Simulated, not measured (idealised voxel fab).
Process module under the name voxel tone inversion
Section cut is 250 nm wide and gridded with 5 nm square cells.
Each cross-section below is a grid of square cells, stated as bands in top-down order, with one or more rows of cells making up each band. This entry defines a band. It first specifies the height of the band's top and the height of its bottom in nm, and then specifies the band's materials from left to right, stating each material with its width in nm. The word "throughout" identifies a single material that fills the band from edge to edge, while the word "empty" identifies empty space. We count height from 0. Below that, the starting wafer is all one material. The lowest band never ends at the bottom but goes on down; see "0..down" for how that is written. Width spec "30 to 40" -> top row of cells at first value, bottom row at second value, equal per-row change in between. Where a step carries "remained unchanged", the cross-section came out of it unchanged, cell for cell. Sealed internal voids: empty space of 8 cells or more with no open way to the top, each as width x height at its distance from the left edge, in nm. Formally, on a step line, whatever follows the settings is a remark that the simulator itself makes on the step. Each step line may optionally specify "overlay nm", which for a step with a mask gives the rightward distance between the mask's planned place and where it lay, a negative value indicating the leftward direction. Quick note on how to read the rest: it's all pairs. You get the cross-section before a process step and the one after, but the after one only goes down as far as the lowest band that changed. The step in between, with its settings, sits under the pair. Heads up, the pairs can come from different runs of this module on the same starting wafer, so don't assume a pair picks up from the one above unless its "Pre-step view" entry says it does.
PRE-STEP VIEW
    0..down  Si throughout
    Sealed internal voids: none
RESULTING STRUCTURE
    5..0  SiN throughout
    At heights below 0, the structure remains unaltered.
    Sealed internal voids: none
Looking at the two cross-sections above, the step in the middle is CONFORMAL_DEP [material SiN] [thk nm 5]
Pre-step view: The prior state of this step coincides with the post-step cross-section of the pair just above.
RESULTING STRUCTURE
    25..5  aC throughout
    At heights below 5, the structure remains unaltered.
    Sealed internal voids: none
Looking at the two cross-sections above, the step in the middle is DIRECTIONAL_DEP [material aC] [thk nm 20]
Pre-step view: The prior state of this step coincides with the post-step cross-section of the pair just above.
RESULTING STRUCTURE
    55..25  90 empty, then 20 resist, then 25 empty, then 20 resist, then 95 empty
    At heights below 25, the structure remains unaltered.
    Sealed internal voids: none
Looking at the two cross-sections above, the step in the middle is PATTERN [tone cover] [mask id POSTS] [material resist] [width nm 20] [pitch nm 45] [thk nm 30] [overlay nm 0]
Pre-step view: The prior state of this step coincides with the post-step cross-section of the pair just above.
RESULTING STRUCTURE
    35..25  90 empty, then 20 resist, then 25 empty, then 20 resist, then 95 empty
    25..5  90 empty, then 20 aC, then 25 empty, then 20 aC, then 95 empty
    At heights below 5, the structure remains unaltered.
    Sealed internal voids: none
Looking at the two cross-sections above, the step in the middle is DIRECTIONAL_ETCH [etch materials aC] [depth nm 20]
Pre-step view: The prior state of this step coincides with the post-step cross-section of the pair just above.
RESULTING STRUCTURE
    25..5  90 empty, then 20 aC, then 25 empty, then 20 aC, then 95 empty
    At heights below 5, the structure remains unaltered.
    Sealed internal voids: none
Looking at the two cross-sections above, the step in the middle is STRIP [etch materials resist]
Pre-step view: The prior state of this step coincides with the post-step cross-section of the pair just above.
RESULTING STRUCTURE
    30..25  SiO2 throughout
    25..5  90 SiO2, then 20 aC, then 25 SiO2, then 20 aC, then 95 SiO2
    At heights below 5, the structure remains unaltered.
    Sealed internal voids: none
Looking at the two cross-sections above, the step in the middle is FILL_DEP [material SiO2] [thk nm 5]
Pre-step view: The prior state of this step coincides with the post-step cross-section of the pair just above.
RESULTING STRUCTURE
    25..5  90 SiO2, then 20 aC, then 25 SiO2, then 20 aC, then 95 SiO2
    At heights below 5, the structure remains unaltered.
    Sealed internal voids: none
Looking at the two cross-sections above, the step in the middle is CMP [height nm 25]
Pre-step view: The prior state of this step coincides with the post-step cross-section of the pair just above.
RESULTING STRUCTURE
    25..5  90 SiO2, then 20 empty, then 25 SiO2, then 20 empty, then 95 SiO2
    At heights below 5, the structure remains unaltered.
    Sealed internal voids: none
Looking at the two cross-sections above, the step in the middle is STRIP [etch materials aC]
Pre-step view: The prior state of this step coincides with the post-step cross-section of the pair just above.
RESULTING STRUCTURE
    30..25  95 TiN, then 10 empty, then 35 TiN, then 10 empty, then 100 TiN
    25..10  90 SiO2, then 5 TiN, then 10 empty, then 5 TiN, then 25 SiO2, then 5 TiN, then 10 empty, then 5 TiN, then 95 SiO2
    10..5  90 SiO2, then 20 TiN, then 25 SiO2, then 20 TiN, then 95 SiO2
    At heights below 5, the structure remains unaltered.
    Sealed internal voids: none
Looking at the two cross-sections above, the step in the middle is CONFORMAL_DEP [material TiN] [thk nm 5]
Pre-step view: The prior state of this step coincides with the post-step cross-section of the pair just above.
RESULTING STRUCTURE
    35..30  W throughout
    30..25  95 TiN, then 10 W, then 35 TiN, then 10 W, then 100 TiN
    25..10  90 SiO2, then 5 TiN, then 10 W, then 5 TiN, then 25 SiO2, then 5 TiN, then 10 W, then 5 TiN, then 95 SiO2
    At heights below 10, the structure remains unaltered.
    Sealed internal voids: none
Looking at the two cross-sections above, the step in the middle is FILL_DEP [material W] [thk nm 5]
Pre-step view: The prior state of this step coincides with the post-step cross-section of the pair just above.
RESULTING STRUCTURE
    25..10  90 SiO2, then 5 TiN, then 10 W, then 5 TiN, then 25 SiO2, then 5 TiN, then 10 W, then 5 TiN, then 95 SiO2
    At heights below 10, the structure remains unaltered.
    Sealed internal voids: none
Looking at the two cross-sections above, the step in the middle is CMP [height nm 25]
Pre-step view: The prior state of this step coincides with the post-step cross-section of the pair just above.
RESULTING STRUCTURE
    30..25  SiCN throughout
    At heights below 25, the structure remains unaltered.
    Sealed internal voids: none
Looking at the two cross-sections above, the step in the middle is CONFORMAL_DEP [material SiCN] [thk nm 5]
PRE-STEP VIEW
    0..down  Si throughout
    Sealed internal voids: none
RESULTING STRUCTURE
    20..0  aC throughout
    At heights below 0, the structure remains unaltered.
    Sealed internal voids: none
Looking at the two cross-sections above, the step in the middle is DIRECTIONAL_DEP [material aC] [thk nm 20]
Pre-step view: The prior state of this step coincides with the post-step cross-section of the pair just above.
RESULTING STRUCTURE
    50..20  90 empty, then 20 resist, then 25 empty, then 20 resist, then 95 empty
    At heights below 20, the structure remains unaltered.
    Sealed internal voids: none
Looking at the two cross-sections above, the step in the middle is PATTERN [tone cover] [mask id POSTS] [material resist] [width nm 20] [pitch nm 45] [thk nm 30] [overlay nm 0]
Pre-step view: The prior state of this step coincides with the post-step cross-section of the pair just above.
RESULTING STRUCTURE
    30..20  90 empty, then 20 resist, then 25 empty, then 20 resist, then 95 empty
    20..0  90 empty, then 20 aC, then 25 empty, then 20 aC, then 95 empty
    At heights below 0, the structure remains unaltered.
    Sealed internal voids: none
Looking at the two cross-sections above, the step in the middle is DIRECTIONAL_ETCH [etch materials aC] [depth nm 20]
Pre-step view: The prior state of this step coincides with the post-step cross-section of the pair just above.
RESULTING STRUCTURE
    20..0  90 empty, then 20 aC, then 25 empty, then 20 aC, then 95 empty
    At heights below 0, the structure remains unaltered.
    Sealed internal voids: none
Looking at the two cross-sections above, the step in the middle is STRIP [etch materials resist]
Pre-step view: The prior state of this step coincides with the post-step cross-section of the pair just above.
RESULTING STRUCTURE
    25..20  SiO2 throughout
    20..0  90 SiO2, then 20 aC, then 25 SiO2, then 20 aC, then 95 SiO2
    At heights below 0, the structure remains unaltered.
    Sealed internal voids: none
Looking at the two cross-sections above, the step in the middle is FILL_DEP [material SiO2] [thk nm 5]
Pre-step view: The prior state of this step coincides with the post-step cross-section of the pair just above.
RESULTING STRUCTURE
    30..25  TiN throughout
    At heights below 25, the structure remains unaltered.
    Sealed internal voids: none
Looking at the two cross-sections above, the step in the middle is CONFORMAL_DEP [material TiN] [thk nm 5]
Pre-step view: The prior state of this step coincides with the post-step cross-section of the pair just above.
RESULTING STRUCTURE
    35..30  W throughout
    At heights below 30, the structure remains unaltered.
    Sealed internal voids: none
Looking at the two cross-sections above, the step in the middle is FILL_DEP [material W] [thk nm 5]
Pre-step view: The prior state of this step coincides with the post-step cross-section of the pair just above.
RESULTING STRUCTURE
    25..20  SiO2 throughout
    At heights below 20, the structure remains unaltered.
    Sealed internal voids: none
Looking at the two cross-sections above, the step in the middle is CMP [height nm 25]
Pre-step view: The prior state of this step coincides with the post-step cross-section of the pair just above.
RESULTING STRUCTURE
    30..25  SiCN throughout
    At heights below 25, the structure remains unaltered.
    Sealed internal voids: none
Looking at the two cross-sections above, the step in the middle is CONFORMAL_DEP [material SiCN] [thk nm 5]
PRE-STEP VIEW
    20..0  aC throughout
    0..down  Si throughout
    Sealed internal voids: none
RESULTING STRUCTURE
    25..20  SiN throughout
    At heights below 20, the structure remains unaltered.
    Sealed internal voids: none
Looking at the two cross-sections above, the step in the middle is CONFORMAL_DEP [material SiN] [thk nm 5]
Pre-step view: The prior state of this step coincides with the post-step cross-section of the pair just above.
RESULTING STRUCTURE
    55..25  90 empty, then 20 resist, then 25 empty, then 20 resist, then 95 empty
    At heights below 25, the structure remains unaltered.
    Sealed internal voids: none
Looking at the two cross-sections above, the step in the middle is PATTERN [tone cover] [mask id POSTS] [material resist] [width nm 20] [pitch nm 45] [thk nm 30] [overlay nm 0]
Pre-step view: The prior state of this step coincides with the post-step cross-section of the pair just above.
RESULTING STRUCTURE
    35..25  90 empty, then 20 resist, then 25 empty, then 20 resist, then 95 empty
    At heights below 25, the structure remains unaltered.
    Sealed internal voids: none
Looking at the two cross-sections above, the step in the middle is DIRECTIONAL_ETCH [etch materials aC] [depth nm 20]
Pre-step view: The prior state of this step coincides with the post-step cross-section of the pair just above.
RESULTING STRUCTURE
    25..20  SiN throughout
    At heights below 20, the structure remains unaltered.
    Sealed internal voids: none
Looking at the two cross-sections above, the step in the middle is STRIP [etch materials resist]
Pre-step view: The prior state of this step coincides with the post-step cross-section of the pair just above.
RESULTING STRUCTURE
    30..25  SiO2 throughout
    At heights below 25, the structure remains unaltered.
    Sealed internal voids: none
Looking at the two cross-sections above, the step in the middle is FILL_DEP [material SiO2] [thk nm 5]
Pre-step view: The prior state of this step coincides with the post-step cross-section of the pair just above.
RESULTING STRUCTURE
    25..20  SiN throughout
    At heights below 20, the structure remains unaltered.
    Sealed internal voids: none
Looking at the two cross-sections above, the step in the middle is CMP [height nm 25]
Pre-step view: The prior state of this step coincides with the post-step cross-section of the pair just above.
RESULTING STRUCTURE
    30..25  TiN throughout
    At heights below 25, the structure remains unaltered.
    Sealed internal voids: none
Looking at the two cross-sections above, the step in the middle is CONFORMAL_DEP [material TiN] [thk nm 5]
Pre-step view: The prior state of this step coincides with the post-step cross-section of the pair just above.
RESULTING STRUCTURE
    35..30  W throughout
    At heights below 30, the structure remains unaltered.
    Sealed internal voids: none
Looking at the two cross-sections above, the step in the middle is FILL_DEP [material W] [thk nm 5]
Pre-step view: The prior state of this step coincides with the post-step cross-section of the pair just above.
RESULTING STRUCTURE
    25..20  SiN throughout
    At heights below 20, the structure remains unaltered.
    Sealed internal voids: none
Looking at the two cross-sections above, the step in the middle is CMP [height nm 25]
Pre-step view: The prior state of this step coincides with the post-step cross-section of the pair just above.
RESULTING STRUCTURE
    30..25  SiCN throughout
    At heights below 25, the structure remains unaltered.
    Sealed internal voids: none
Looking at the two cross-sections above, the step in the middle is CONFORMAL_DEP [material SiCN] [thk nm 5]
PRE-STEP VIEW
    35..30  W throughout
    30..25  95 TiN, then 10 W, then 35 TiN, then 10 W, then 100 TiN
    25..10  90 SiO2, then 5 TiN, then 10 W, then 5 TiN, then 25 SiO2, then 5 TiN, then 10 W, then 5 TiN, then 95 SiO2
    10..5  90 SiO2, then 20 TiN, then 25 SiO2, then 20 TiN, then 95 SiO2
    5..0  SiN throughout
    0..down  Si throughout
    Sealed internal voids: none
RESULTING STRUCTURE
    20..10  90 SiO2, then 5 TiN, then 10 W, then 5 TiN, then 25 SiO2, then 5 TiN, then 10 W, then 5 TiN, then 95 SiO2
    At heights below 10, the structure remains unaltered.
    Sealed internal voids: none
Looking at the two cross-sections above, the step in the middle is CMP [height nm 20]
Pre-step view: The prior state of this step coincides with the post-step cross-section of the pair just above.
RESULTING STRUCTURE
    25..20  SiCN throughout
    At heights below 20, the structure remains unaltered.
    Sealed internal voids: none
Looking at the two cross-sections above, the step in the middle is CONFORMAL_DEP [material SiCN] [thk nm 5]
PRE-STEP VIEW
    25..5  aC throughout
    5..0  SiN throughout
    0..down  Si throughout
    Sealed internal voids: none
RESULTING STRUCTURE
    55..25  95 empty, then 15 resist, then 30 empty, then 15 resist, then 95 empty
    At heights below 25, the structure remains unaltered.
    Sealed internal voids: none
Looking at the two cross-sections above, the step in the middle is PATTERN [tone cover] [mask id POSTS] [material resist] [width nm 15] [pitch nm 45] [thk nm 30] [overlay nm 0]
Pre-step view: The prior state of this step coincides with the post-step cross-section of the pair just above.
RESULTING STRUCTURE
    35..25  95 empty, then 15 resist, then 30 empty, then 15 resist, then 95 empty
    25..5  95 empty, then 15 aC, then 30 empty, then 15 aC, then 95 empty
    At heights below 5, the structure remains unaltered.
    Sealed internal voids: none
Looking at the two cross-sections above, the step in the middle is DIRECTIONAL_ETCH [etch materials aC] [depth nm 20]
Pre-step view: The prior state of this step coincides with the post-step cross-section of the pair just above.
RESULTING STRUCTURE
    25..5  95 empty, then 15 aC, then 30 empty, then 15 aC, then 95 empty
    At heights below 5, the structure remains unaltered.
    Sealed internal voids: none
Looking at the two cross-sections above, the step in the middle is STRIP [etch materials resist]
Pre-step view: The prior state of this step coincides with the post-step cross-section of the pair just above.
RESULTING STRUCTURE
    30..25  SiO2 throughout
    25..5  95 SiO2, then 15 aC, then 30 SiO2, then 15 aC, then 95 SiO2
    At heights below 5, the structure remains unaltered.
    Sealed internal voids: none
Looking at the two cross-sections above, the step in the middle is FILL_DEP [material SiO2] [thk nm 5]
Pre-step view: The prior state of this step coincides with the post-step cross-section of the pair just above.
RESULTING STRUCTURE
    25..5  95 SiO2, then 15 aC, then 30 SiO2, then 15 aC, then 95 SiO2
    At heights below 5, the structure remains unaltered.
    Sealed internal voids: none
Looking at the two cross-sections above, the step in the middle is CMP [height nm 25]
Pre-step view: The prior state of this step coincides with the post-step cross-section of the pair just above.
RESULTING STRUCTURE
    25..5  95 SiO2, then 15 empty, then 30 SiO2, then 15 empty, then 95 SiO2
    At heights below 5, the structure remains unaltered.
    Sealed internal voids: none
Looking at the two cross-sections above, the step in the middle is STRIP [etch materials aC]
Pre-step view: The prior state of this step coincides with the post-step cross-section of the pair just above.
RESULTING STRUCTURE
    30..25  100 TiN, then 5 empty, then 40 TiN, then 5 empty, then 100 TiN
    25..10  95 SiO2, then 5 TiN, then 5 empty, then 5 TiN, then 30 SiO2, then 5 TiN, then 5 empty, then 5 TiN, then 95 SiO2
    10..5  95 SiO2, then 15 TiN, then 30 SiO2, then 15 TiN, then 95 SiO2
    At heights below 5, the structure remains unaltered.
    Sealed internal voids: none
Looking at the two cross-sections above, the step in the middle is CONFORMAL_DEP [material TiN] [thk nm 5]
Pre-step view: The prior state of this step coincides with the post-step cross-section of the pair just above.
RESULTING STRUCTURE
    35..30  W throughout
    30..25  100 TiN, then 5 W, then 40 TiN, then 5 W, then 100 TiN
    25..10  95 SiO2, then 5 TiN, then 5 W, then 5 TiN, then 30 SiO2, then 5 TiN, then 5 W, then 5 TiN, then 95 SiO2
    At heights below 10, the structure remains unaltered.
    Sealed internal voids: none
Looking at the two cross-sections above, the step in the middle is FILL_DEP [material W] [thk nm 5]
Pre-step view: The prior state of this step coincides with the post-step cross-section of the pair just above.
RESULTING STRUCTURE
    25..10  95 SiO2, then 5 TiN, then 5 W, then 5 TiN, then 30 SiO2, then 5 TiN, then 5 W, then 5 TiN, then 95 SiO2
    At heights below 10, the structure remains unaltered.
    Sealed internal voids: none
Looking at the two cross-sections above, the step in the middle is CMP [height nm 25]
Pre-step view: The prior state of this step coincides with the post-step cross-section of the pair just above.
RESULTING STRUCTURE
    30..25  SiCN throughout
    At heights below 25, the structure remains unaltered.
    Sealed internal voids: none
Looking at the two cross-sections above, the step in the middle is CONFORMAL_DEP [material SiCN] [thk nm 5]
PRE-STEP VIEW
    25..5  aC throughout
    5..0  SiN throughout
    0..down  Si throughout
    Sealed internal voids: none
RESULTING STRUCTURE
    55..25  95 empty, then 20 resist, then 25 empty, then 20 resist, then 90 empty
    At heights below 25, the structure remains unaltered.
    Sealed internal voids: none
Looking at the two cross-sections above, the step in the middle is PATTERN [tone cover] [mask id POSTS] [material resist] [width nm 20] [pitch nm 45] [thk nm 30] [overlay nm 5]
Pre-step view: The prior state of this step coincides with the post-step cross-section of the pair just above.
RESULTING STRUCTURE
    35..25  95 empty, then 20 resist, then 25 empty, then 20 resist, then 90 empty
    25..5  95 empty, then 20 aC, then 25 empty, then 20 aC, then 90 empty
    At heights below 5, the structure remains unaltered.
    Sealed internal voids: none
Looking at the two cross-sections above, the step in the middle is DIRECTIONAL_ETCH [etch materials aC] [depth nm 20]
Pre-step view: The prior state of this step coincides with the post-step cross-section of the pair just above.
RESULTING STRUCTURE
    25..5  95 empty, then 20 aC, then 25 empty, then 20 aC, then 90 empty
    At heights below 5, the structure remains unaltered.
    Sealed internal voids: none
Looking at the two cross-sections above, the step in the middle is STRIP [etch materials resist]
Pre-step view: The prior state of this step coincides with the post-step cross-section of the pair just above.
RESULTING STRUCTURE
    30..25  SiO2 throughout
    25..5  95 SiO2, then 20 aC, then 25 SiO2, then 20 aC, then 90 SiO2
    At heights below 5, the structure remains unaltered.
    Sealed internal voids: none
Looking at the two cross-sections above, the step in the middle is FILL_DEP [material SiO2] [thk nm 5]
Pre-step view: The prior state of this step coincides with the post-step cross-section of the pair just above.
RESULTING STRUCTURE
    25..5  95 SiO2, then 20 aC, then 25 SiO2, then 20 aC, then 90 SiO2
    At heights below 5, the structure remains unaltered.
    Sealed internal voids: none
Looking at the two cross-sections above, the step in the middle is CMP [height nm 25]
Pre-step view: The prior state of this step coincides with the post-step cross-section of the pair just above.
RESULTING STRUCTURE
    25..5  95 SiO2, then 20 empty, then 25 SiO2, then 20 empty, then 90 SiO2
    At heights below 5, the structure remains unaltered.
    Sealed internal voids: none
Looking at the two cross-sections above, the step in the middle is STRIP [etch materials aC]
Pre-step view: The prior state of this step coincides with the post-step cross-section of the pair just above.
RESULTING STRUCTURE
    30..25  100 TiN, then 10 empty, then 35 TiN, then 10 empty, then 95 TiN
    25..10  95 SiO2, then 5 TiN, then 10 empty, then 5 TiN, then 25 SiO2, then 5 TiN, then 10 empty, then 5 TiN, then 90 SiO2
    10..5  95 SiO2, then 20 TiN, then 25 SiO2, then 20 TiN, then 90 SiO2
    At heights below 5, the structure remains unaltered.
    Sealed internal voids: none
Looking at the two cross-sections above, the step in the middle is CONFORMAL_DEP [material TiN] [thk nm 5]
Pre-step view: The prior state of this step coincides with the post-step cross-section of the pair just above.
RESULTING STRUCTURE
    35..30  W throughout
    30..25  100 TiN, then 10 W, then 35 TiN, then 10 W, then 95 TiN
    25..10  95 SiO2, then 5 TiN, then 10 W, then 5 TiN, then 25 SiO2, then 5 TiN, then 10 W, then 5 TiN, then 90 SiO2
    At heights below 10, the structure remains unaltered.
    Sealed internal voids: none
Looking at the two cross-sections above, the step in the middle is FILL_DEP [material W] [thk nm 5]
Pre-step view: The prior state of this step coincides with the post-step cross-section of the pair just above.
RESULTING STRUCTURE
    25..10  95 SiO2, then 5 TiN, then 10 W, then 5 TiN, then 25 SiO2, then 5 TiN, then 10 W, then 5 TiN, then 90 SiO2
    At heights below 10, the structure remains unaltered.
    Sealed internal voids: none
Looking at the two cross-sections above, the step in the middle is CMP [height nm 25]
Pre-step view: The prior state of this step coincides with the post-step cross-section of the pair just above.
RESULTING STRUCTURE
    30..25  SiCN throughout
    At heights below 25, the structure remains unaltered.
    Sealed internal voids: none
Looking at the two cross-sections above, the step in the middle is CONFORMAL_DEP [material SiCN] [thk nm 5]
PRE-STEP VIEW
    5..0  SiN throughout
    0..down  Si throughout
    Sealed internal voids: none
RESULTING STRUCTURE
    25..0  SiN throughout
    At heights below 0, the structure remains unaltered.
    Sealed internal voids: none
Looking at the two cross-sections above, the step in the middle is DIRECTIONAL_DEP [material SiN] [thk nm 20]
Pre-step view: The prior state of this step coincides with the post-step cross-section of the pair just above.
RESULTING STRUCTURE
    55..25  90 empty, then 20 resist, then 25 empty, then 20 resist, then 95 empty
    At heights below 25, the structure remains unaltered.
    Sealed internal voids: none
Looking at the two cross-sections above, the step in the middle is PATTERN [tone cover] [mask id POSTS] [material resist] [width nm 20] [pitch nm 45] [thk nm 30] [overlay nm 0]
Pre-step view: The prior state of this step coincides with the post-step cross-section of the pair just above.
RESULTING STRUCTURE
    35..25  90 empty, then 20 resist, then 25 empty, then 20 resist, then 95 empty
    At heights below 25, the structure remains unaltered.
    Sealed internal voids: none
Looking at the two cross-sections above, the step in the middle is DIRECTIONAL_ETCH [etch materials aC] [depth nm 20]
Pre-step view: The prior state of this step coincides with the post-step cross-section of the pair just above.
RESULTING STRUCTURE
    25..0  SiN throughout
    At heights below 0, the structure remains unaltered.
    Sealed internal voids: none
Looking at the two cross-sections above, the step in the middle is STRIP [etch materials resist]
Pre-step view: The prior state of this step coincides with the post-step cross-section of the pair just above.
RESULTING STRUCTURE
    30..25  SiO2 throughout
    At heights below 25, the structure remains unaltered.
    Sealed internal voids: none
Looking at the two cross-sections above, the step in the middle is FILL_DEP [material SiO2] [thk nm 5]
Pre-step view: The prior state of this step coincides with the post-step cross-section of the pair just above.
RESULTING STRUCTURE
    25..0  SiN throughout
    At heights below 0, the structure remains unaltered.
    Sealed internal voids: none
Looking at the two cross-sections above, the step in the middle is CMP [height nm 25]
Pre-step view: The prior state of this step coincides with the post-step cross-section of the pair just above.
RESULTING STRUCTURE
    30..25  TiN throughout
    At heights below 25, the structure remains unaltered.
    Sealed internal voids: none
Looking at the two cross-sections above, the step in the middle is CONFORMAL_DEP [material TiN] [thk nm 5]
Pre-step view: The prior state of this step coincides with the post-step cross-section of the pair just above.
RESULTING STRUCTURE
    35..30  W throughout
    At heights below 30, the structure remains unaltered.
    Sealed internal voids: none
Looking at the two cross-sections above, the step in the middle is FILL_DEP [material W] [thk nm 5]
Pre-step view: The prior state of this step coincides with the post-step cross-section of the pair just above.
RESULTING STRUCTURE
    25..0  SiN throughout
    At heights below 0, the structure remains unaltered.
    Sealed internal voids: none
Looking at the two cross-sections above, the step in the middle is CMP [height nm 25]
Pre-step view: The prior state of this step coincides with the post-step cross-section of the pair just above.
RESULTING STRUCTURE
    30..25  SiCN throughout
    At heights below 25, the structure remains unaltered.
    Sealed internal voids: none
Looking at the two cross-sections above, the step in the middle is CONFORMAL_DEP [material SiCN] [thk nm 5]
PRE-STEP VIEW
    25..5  aC throughout
    5..0  SiN throughout
    0..down  Si throughout
    Sealed internal voids: none
RESULTING STRUCTURE
    55..25  90 resist, then 20 empty, then 25 resist, then 20 empty, then 95 resist
    At heights below 25, the structure remains unaltered.
    Sealed internal voids: none
Looking at the two cross-sections above, the step in the middle is PATTERN [tone open] [mask id POSTS] [material resist] [width nm 20] [pitch nm 45] [thk nm 30] [overlay nm 0]
Pre-step view: The prior state of this step coincides with the post-step cross-section of the pair just above.
RESULTING STRUCTURE
    35..25  90 resist, then 20 empty, then 25 resist, then 20 empty, then 95 resist
    25..5  90 aC, then 20 empty, then 25 aC, then 20 empty, then 95 aC
    At heights below 5, the structure remains unaltered.
    Sealed internal voids: none
Looking at the two cross-sections above, the step in the middle is DIRECTIONAL_ETCH [etch materials aC] [depth nm 20]
Pre-step view: The prior state of this step coincides with the post-step cross-section of the pair just above.
RESULTING STRUCTURE
    25..5  90 aC, then 20 empty, then 25 aC, then 20 empty, then 95 aC
    At heights below 5, the structure remains unaltered.
    Sealed internal voids: none
Looking at the two cross-sections above, the step in the middle is STRIP [etch materials resist]
Pre-step view: The prior state of this step coincides with the post-step cross-section of the pair just above.
RESULTING STRUCTURE
    30..25  SiO2 throughout
    25..5  90 aC, then 20 SiO2, then 25 aC, then 20 SiO2, then 95 aC
    At heights below 5, the structure remains unaltered.
    Sealed internal voids: none
Looking at the two cross-sections above, the step in the middle is FILL_DEP [material SiO2] [thk nm 5]
Pre-step view: The prior state of this step coincides with the post-step cross-section of the pair just above.
RESULTING STRUCTURE
    25..5  90 aC, then 20 SiO2, then 25 aC, then 20 SiO2, then 95 aC
    At heights below 5, the structure remains unaltered.
    Sealed internal voids: none
Looking at the two cross-sections above, the step in the middle is CMP [height nm 25]
Pre-step view: The prior state of this step coincides with the post-step cross-section of the pair just above.
RESULTING STRUCTURE
    25..5  90 empty, then 20 SiO2, then 25 empty, then 20 SiO2, then 95 empty
    At heights below 5, the structure remains unaltered.
    Sealed internal voids: none
Looking at the two cross-sections above, the step in the middle is STRIP [etch materials aC]
Pre-step view: The prior state of this step coincides with the post-step cross-section of the pair just above.
RESULTING STRUCTURE
    30..25  85 empty, then 30 TiN, then 15 empty, then 30 TiN, then 90 empty
    25..10  85 empty, then 5 TiN, then 20 SiO2, then 5 TiN, then 15 empty, then 5 TiN, then 20 SiO2, then 5 TiN, then 90 empty
    10..5  90 TiN, then 20 SiO2, then 25 TiN, then 20 SiO2, then 95 TiN
    At heights below 5, the structure remains unaltered.
    Sealed internal voids: none
Looking at the two cross-sections above, the step in the middle is CONFORMAL_DEP [material TiN] [thk nm 5]
Pre-step view: The prior state of this step coincides with the post-step cross-section of the pair just above.
RESULTING STRUCTURE
    35..30  W throughout
    30..25  85 W, then 30 TiN, then 15 W, then 30 TiN, then 90 W
    25..10  85 W, then 5 TiN, then 20 SiO2, then 5 TiN, then 15 W, then 5 TiN, then 20 SiO2, then 5 TiN, then 90 W
    At heights below 10, the structure remains unaltered.
    Sealed internal voids: none
Looking at the two cross-sections above, the step in the middle is FILL_DEP [material W] [thk nm 5]
Pre-step view: The prior state of this step coincides with the post-step cross-section of the pair just above.
RESULTING STRUCTURE
    25..10  85 W, then 5 TiN, then 20 SiO2, then 5 TiN, then 15 W, then 5 TiN, then 20 SiO2, then 5 TiN, then 90 W
    At heights below 10, the structure remains unaltered.
    Sealed internal voids: none
Looking at the two cross-sections above, the step in the middle is CMP [height nm 25]
Pre-step view: The prior state of this step coincides with the post-step cross-section of the pair just above.
RESULTING STRUCTURE
    30..25  SiCN throughout
    At heights below 25, the structure remains unaltered.
    Sealed internal voids: none
Looking at the two cross-sections above, the step in the middle is CONFORMAL_DEP [material SiCN] [thk nm 5]
